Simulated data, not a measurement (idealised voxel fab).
process module | voxel self aligned contacts
cross-section cut | 250 nm wide | cells 5 nm
A cross-section is a grid of square cells, given in bands from the top down. A band is one or more rows of cells.
Each band's line starts with the height of the band's top and of its bottom, in nm. Then come its materials from left to right, each with its width in nm. One material with "throughout" fills the band from edge to edge. "air" is empty space.
Height 0 is the level under which the wafer as received is all one material. The lowest band goes on downwards, as in "0 down".
A width such as "30 to 40" changes by the same amount from each row of cells to the next, from the band's top row to its bottom row.
"no change" after a step means that no cell of the cross-section changed.
closed voids: empty space of 8 cells or more with no open way to the top, each as width x height at its distance from the left edge, in nm
after a step's settings: what the simulator itself notes on the step
overlay nm, on a step with a mask: how far to the right of its planned place the mask lay; to the left if negative
plan
1 op RECEIVE | material Si
2 op CONFORMAL_DEP | material SiO2 | thk nm 5
3 op DIRECTIONAL_DEP | material polySi | thk nm 25
4 op DIRECTIONAL_DEP | material SiN | thk nm 20
5 op DIRECTIONAL_DEP | material aC | thk nm 10
6 op PATTERN | tone cover | mask id GATE | material resist | width nm 35 | pitch nm 70 | thk nm 30 | overlay nm 0
7 op DIRECTIONAL_ETCH | etch materials aC | depth nm 10
8 op STRIP | etch materials resist
9 op DIRECTIONAL_ETCH | etch materials SiN | depth nm 20
10 op DIRECTIONAL_ETCH | etch materials polySi | depth nm 25
11 op STRIP | etch materials aC
12 op CONFORMAL_DEP | material SiN | thk nm 5
13 op DIRECTIONAL_ETCH | etch materials SiN | depth nm 5
14 op FILL_DEP | material SiO2 | thk nm 15
15 op CMP | height nm 60
16 op DIRECTIONAL_DEP | material aC | thk nm 10
17 op PATTERN | tone open | mask id CONTACT | material resist | width nm 55 | pitch nm 70 | thk nm 25 | overlay nm 0
18 op DIRECTIONAL_ETCH | etch materials aC | depth nm 10
19 op STRIP | etch materials resist
20 op DIRECTIONAL_ETCH | etch materials SiO2 | depth nm 60
21 op STRIP | etch materials aC
22 op CONFORMAL_DEP | material TiN | thk nm 5
23 op FILL_DEP | material Ru | thk nm 10
24 op CMP | height nm 60
25 op CONFORMAL_DEP | material SiN | thk nm 5
as received, after step 1
  0 down: Si throughout
  closed voids: none
first wafer at the end, as planned
  65 to 60: SiN throughout
  60 to 50: SiO2 60 | TiN 5 to 20 | Ru 45 to 15 | TiN 5 to 20 | SiO2 15 | TiN 5 to 20 | Ru 45 to 15 | TiN 5 to 20 | SiO2 65
  50 to 30: SiO2 30 | SiN 45 | TiN 5 | Ru 15 | TiN 5 | SiN 45 | TiN 5 | Ru 15 | TiN 5 | SiN 45 | SiO2 35
  30 to 5: SiO2 30 | SiN 5 | polySi 35 | SiN 5 | TiN 5 | Ru 15 | TiN 5 | SiN 5 | polySi 35 | SiN 5 | TiN 5 | Ru 15 | TiN 5 | SiN 5 | polySi 35 | SiN 5 | SiO2 35
  5 to 0: SiO2 75 | TiN 25 | SiO2 45 | TiN 25 | SiO2 80
  0 down: Si throughout
  closed voids: none
second wafer at the end: like start, like plan, one mistake
  75 to 70: SiN throughout
  70 to 65: Ru throughout
  65 to 60: TiN 65 | Ru 45 | TiN 25 | Ru 45 | TiN 70
  60 to 50: SiO2 60 | TiN 5 to 20 | Ru 45 to 15 | TiN 5 to 20 | SiO2 15 | TiN 5 to 20 | Ru 45 to 15 | TiN 5 to 20 | SiO2 65
  50 to 30: SiO2 30 | SiN 45 | TiN 5 | Ru 15 | TiN 5 | SiN 45 | TiN 5 | Ru 15 | TiN 5 | SiN 45 | SiO2 35
  30 to 5: SiO2 30 | SiN 5 | polySi 35 | SiN 5 | TiN 5 | Ru 15 | TiN 5 | SiN 5 | polySi 35 | SiN 5 | TiN 5 | Ru 15 | TiN 5 | SiN 5 | polySi 35 | SiN 5 | SiO2 35
  5 to 0: SiO2 75 | TiN 25 | SiO2 45 | TiN 25 | SiO2 80
  0 down: Si throughout
  closed voids: none
what went wrong: step 24 ran as: op CMP | height nm 70
at the end the second wafer has, in cells: 68 more of Ru | 32 more of TiN
